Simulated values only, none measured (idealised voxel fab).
Herein follows the process module entitled voxel air gaps.
This is section cut - it's 230 nm across, gridded in 5 nm square cells.
The cross-sections in this document take the form of a grid made of square cells. They are written out as bands, in order from top to bottom. Each band consists of one or more rows of cells. Within each band entry, the heights of the top and of the bottom of the band appear first, in that order and in nm; the materials of the band then follow from left to right, each with its corresponding width in nm. The designation "throughout" on a single material indicates that it fills the band from edge to edge; the designation "empty" indicates empty space. Heads up on the height convention: 0 is the point under which the incoming wafer is all one material, and the lowest band has no bottom, it just keeps going down, like "0 down". Width "30..40": first value at the band's top row of cells, second value at its bottom row, equal change from row to row. For the purposes of this document, the phrase "stayed the same" attached to a step denotes that no cell within the cross-section was modified by that step. Voids lacking openings: empty space of 8 cells or more with no open way to the top, each as width x height at its distance from the left edge, in nm. What comes after the settings on a step's line is commentary from the simulator itself on that step. What "overlay nm" on a step's line means: if the step has a mask, that mask lay this far to the right of its planned place, or, when the value is negative, to the left.
## Intended process steps
1) op RECEIVE | material Si
2) op CONFORMAL_DEP | material SiO2 | thk nm 10
3) op CONFORMAL_DEP | material SiN | thk nm 5
4) op DIRECTIONAL_DEP | material lowk | thk nm 40
5) op DIRECTIONAL_DEP | material aC | thk nm 15
6) op PATTERN | tone open | mask id LINES | material resist | width nm 20 | pitch nm 45 | thk nm 30 | overlay nm 0
7) op DIRECTIONAL_ETCH | etch materials aC | depth nm 15
8) op STRIP | etch materials resist
9) op DIRECTIONAL_ETCH | etch materials lowk | depth nm 40
10) op STRIP | etch materials aC
11) op CONFORMAL_DEP | material TiN | thk nm 5
12) op FILL_DEP | material Cu | thk nm 5
13) op CMP | height nm 55
14) op EPI | material Ru | thk nm 10
15) op SELECTIVE_ETCH | etch materials lowk | depth nm 50
16) op CONFORMAL_DEP | material SiCN | thk nm 5
## Cross-section of the wafer at receipt, which is the condition after step 1
	0 down  Si throughout
	Voids lacking openings: none
## Cross-sectional image of the first of two wafers at the end of the module, the run having proceeded as planned
	70 to 65  45 empty, then 140 SiCN, then 45 empty
	65 to 55  45 empty, then 5 SiCN, then 40 Ru, then 5 SiCN, then 40 Ru, then 5 SiCN, then 40 Ru, then 5 SiCN, then 45 empty
	55 to 50  45 empty, then 15 SiCN, then 5 TiN, then 10 Cu, then 5 TiN, then 25 SiCN, then 5 TiN, then 10 Cu, then 5 TiN, then 25 SiCN, then 5 TiN, then 10 Cu, then 5 TiN, then 15 SiCN, then 45 empty
	50 to 20  55 empty, then 5 SiCN, then 5 TiN, then 10 Cu, then 5 TiN, then 5 SiCN, then 15 empty, then 5 SiCN, then 5 TiN, then 10 Cu, then 5 TiN, then 5 SiCN, then 15 empty, then 5 SiCN, then 5 TiN, then 10 Cu, then 5 TiN, then 5 SiCN, then 55 empty
	20 to 15  60 SiCN, then 20 TiN, then 25 SiCN, then 20 TiN, then 25 SiCN, then 20 TiN, then 60 SiCN
	15 to 10  SiN throughout
	10 to 0  SiO2 throughout
	0 down  Si throughout
	Voids lacking openings: 15 x 30 at 85; 15 x 30 at 130
## Module end: cross-section of wafer two of two. Same start and process plan as the first wafer. One mistake during execution
	70 to 65  40 empty, then 140 SiCN, then 50 empty
	65 to 55  40 empty, then 5 SiCN, then 40 Ru, then 5 SiCN, then 40 Ru, then 5 SiCN, then 40 Ru, then 5 SiCN, then 50 empty
	55 to 50  40 empty, then 15 SiCN, then 5 TiN, then 10 Cu, then 5 TiN, then 25 SiCN, then 5 TiN, then 10 Cu, then 5 TiN, then 25 SiCN, then 5 TiN, then 10 Cu, then 5 TiN, then 15 SiCN, then 50 empty
	50 to 20  50 empty, then 5 SiCN, then 5 TiN, then 10 Cu, then 5 TiN, then 5 SiCN, then 15 empty, then 5 SiCN, then 5 TiN, then 10 Cu, then 5 TiN, then 5 SiCN, then 15 empty, then 5 SiCN, then 5 TiN, then 10 Cu, then 5 TiN, then 5 SiCN, then 60 empty
	20 to 15  55 SiCN, then 20 TiN, then 25 SiCN, then 20 TiN, then 25 SiCN, then 20 TiN, then 65 SiCN
	15 to 10  SiN throughout
	10 to 0  SiO2 throughout
	0 down  Si throughout
	Voids lacking openings: 15 x 30 at 80; 15 x 30 at 125
What was done differently from what was planned? planned and actual differ for step 6; actual: op PATTERN | tone open | mask id LINES | material resist | width nm 20 | pitch nm 45 | thk nm 30 | overlay nm -5
Same inventory, different map: at the end, the second wafer holds as many cells of each material as the first, placed elsewhere.
